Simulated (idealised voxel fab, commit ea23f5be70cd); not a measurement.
process module | voxel self aligned vias
cross-section cut | 175 nm wide | cells 5 nm
A cross-section is a grid of square cells, given in bands from the top down. A band is one or more rows of cells.
Each band's line starts with the height of the band's top and of its bottom, in nm. Then come its materials from left to right, each with its width in nm. One material with "throughout" fills the band from edge to edge. "air" is empty space.
Height 0 is the level under which the wafer as received is all one material. The lowest band goes on downwards, as in "0 down".
A width such as "30 to 40" changes by the same amount from each row of cells to the next, from the band's top row to its bottom row.
"no change" after a step means that no cell of the cross-section changed.
closed voids: empty space of 8 cells or more with no open way to the top, each as width x height at its distance from the left edge, in nm
after a step's settings: what the simulator itself notes on the step
overlay nm, on a step with a mask: how far to the right of its planned place the mask lay; to the left if negative
plan
1 op RECEIVE | material Si
2 op CONFORMAL_DEP | material SiO2 | thk nm 10
3 op CONFORMAL_DEP | material SiCN | thk nm 5
4 op DIRECTIONAL_DEP | material lowk | thk nm 25
5 op MASKED_ETCH | tone open | mask id LINES | width nm 30 | pitch nm 75 | etch materials lowk | depth nm 25 | overlay nm 0
6 op CONFORMAL_DEP | material TiN | thk nm 5
7 op FILL_DEP | material Ru | thk nm 10
8 op CMP | height nm 40
9 op SELECTIVE_ETCH | etch materials W Ru TiN | depth nm 10
10 op FILL_DEP | material SiN | thk nm 10
11 op CMP | height nm 40
12 op DIRECTIONAL_DEP | material lowk | thk nm 20
13 op MASKED_ETCH | tone open | mask id VIAS | width nm 50 | etch materials lowk | depth nm 20 | overlay nm 0
14 op MASKED_ETCH | tone open | mask id VIAS | width nm 50 | etch materials SiN | depth nm 10 | overlay nm 0
15 op CONFORMAL_DEP | material TiN | thk nm 5
16 op FILL_DEP | material Cu | thk nm 5
17 op CMP | height nm 60
18 op CONFORMAL_DEP | material SiN | thk nm 5
as received, after step 1
  0 down: Si throughout
  closed voids: none
a wafer at the end: this start, this plan, one mistake
  65 to 60: SiN throughout
  60 to 45: lowk 30 | TiN 5 | Cu 30 | TiN 5 | lowk 105
  45 to 40: lowk 30 | TiN 10 | Cu 20 | TiN 10 | lowk 105
  40 to 35: lowk 35 | TiN 5 | Cu 20 | TiN 5 | lowk 45 | SiN 30 | lowk 35
  35 to 30: lowk 35 | TiN 30 | lowk 45 | SiN 30 | lowk 35
  30 to 20: lowk 35 | TiN 5 | Ru 20 | TiN 5 | lowk 45 | TiN 5 | Ru 20 | TiN 5 | lowk 35
  20 to 15: lowk 35 | TiN 30 | lowk 45 | TiN 30 | lowk 35
  15 to 10: SiCN throughout
  10 to 0: SiO2 throughout
  0 down: Si throughout
  closed voids: none
what went wrong: step 13 ran as: op MASKED_ETCH | tone open | mask id VIAS | width nm 40 | etch materials lowk | depth nm 20 | overlay nm 0
